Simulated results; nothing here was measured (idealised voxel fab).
This is a process module. Its name is voxel released beams.
FYI the section here is cut, 155 nm wide, cells are 5 nm squares.
How to read a cross-section here: the picture is a grid of square cells, written as bands going from the top down, and any band can span one or more rows of cells.
Band: top and bottom heights (nm) first, top before bottom; then materials from left to right, widths in nm. "everywhere" marks a sole material filling the band edge to edge. "blank" denotes empty space.
For the purposes of this specification, 0 denotes the height below which the wafer in its as-received condition is composed wholly of one material, and the lowermost band, lacking a lower limit, extends downward without end, as expressed in "0 -> down".
When a width is written as two numbers, as in "30..40", the first number is the width in the top row of cells of the band and the second is the width in its bottom row, and the width changes by the same amount from each row to the next.
Step marked "stayed the same"? Then no cell in the cross-section changed in it.
Entry "Enclosed cavity list". Content: empty spaces with no open connection to the top, size 8 cells or greater. Each: width x height at distance. Distance: from left edge. Unit: nm.
Formally, on a step line, whatever follows the settings is a remark that the simulator itself makes on the step.
On any step carrying a mask, the "overlay nm" setting, if present on the step's line, tells how far right of its planned place the mask lay; negative values point to the left.
Planned process steps
1) RECEIVE: material Si
2) CONFORMAL_DEP: material SiN, thk nm 10
3) DIRECTIONAL_DEP: material SiO2, thk nm 20
4) PATTERN: tone open, mask id ANCHOR, material resist, width nm 45, thk nm 20, overlay nm 0
5) DIRECTIONAL_ETCH: etch materials SiO2, depth nm 20
6) STRIP: etch materials resist
7) CONFORMAL_DEP: material TiN, thk nm 15
8) MASKED_ETCH: tone cover, mask id BEAM, width nm 110, etch materials TiN, depth nm 15, overlay nm 0
9) STRIP: etch materials SiO2
Concerning the first of two wafers, which was run in accordance with the plan
Incoming wafer, cross-sectional view, post step 1
* 0 -> down = Si everywhere
* Enclosed cavity list: none
State of the wafer after step 2, shown in cross-section
* 10 -> 0 = SiN everywhere
* Below 0, the layers are the same as they were.
State of the wafer after step 3, shown in cross-section
* 30 -> 10 = SiO2 everywhere
* Below 10, the layers are the same as they were.
State of the wafer after step 4, shown in cross-section
* 50 -> 30 = resist: 25  blank: 45  resist: 85
* Below 30, the layers are the same as they were.
State of the wafer after step 5, shown in cross-section
* 50 -> 30 = resist: 25  blank: 45  resist: 85
* 30 -> 10 = SiO2: 25  blank: 45  SiO2: 85
* Below 10, the layers are the same as they were.
State of the wafer after step 6, shown in cross-section
* 30 -> 10 = SiO2: 25  blank: 45  SiO2: 85
* Below 10, the layers are the same as they were.
State of the wafer after step 7, shown in cross-section
* 45 -> 30 = TiN: 40  blank: 15  TiN: 100
* 30 -> 25 = SiO2: 25  TiN: 15  blank: 15  TiN: 15  SiO2: 85
* 25 -> 10 = SiO2: 25  TiN: 45  SiO2: 85
* Below 10, the layers are the same as they were.
State of the wafer after step 8, shown in cross-section
* 45 -> 30 = blank: 20  TiN: 20  blank: 15  TiN: 75  blank: 25
* Below 30, the layers are the same as they were.
State of the wafer after step 9, shown in cross-section
* 45 -> 30 = blank: 20  TiN: 20  blank: 15  TiN: 75  blank: 25
* 30 -> 25 = blank: 25  TiN: 15  blank: 15  TiN: 15  blank: 85
* 25 -> 10 = blank: 25  TiN: 45  blank: 85
* Below 10, the layers are the same as they were.
Second wafer, same starting state and plan as the first, one mistake in the run, identical through step 1
when step 2 should have ended
* 20 -> 0 = SiO2 everywhere
* Below 0, the layers are the same as they were.
when step 3 should have ended
* 30 -> 20 = SiN everywhere
* Below 20, the layers are the same as they were.
when step 4 should have ended
* 50 -> 30 = resist: 25  blank: 45  resist: 85
* Below 30, the layers are the same as they were.
when step 5 should have ended: stayed the same
when step 6 should have ended
* 30 -> 20 = SiN everywhere
* Below 20, the layers are the same as they were.
when step 7 should have ended
* 45 -> 30 = TiN everywhere
* Below 30, the layers are the same as they were.
when step 8 should have ended
* 45 -> 30 = blank: 20  TiN: 110  blank: 25
* Below 30, the layers are the same as they were.
when step 9 should have ended: stayed the same
In executing the process, a mistake was made relative to the plan: order of steps 2 and 3 inverted relative to the plan
Final comparison by cell count, materials where the second wafer has more or fewer than the first: 124 more of SiO2, 24 fewer of TiN
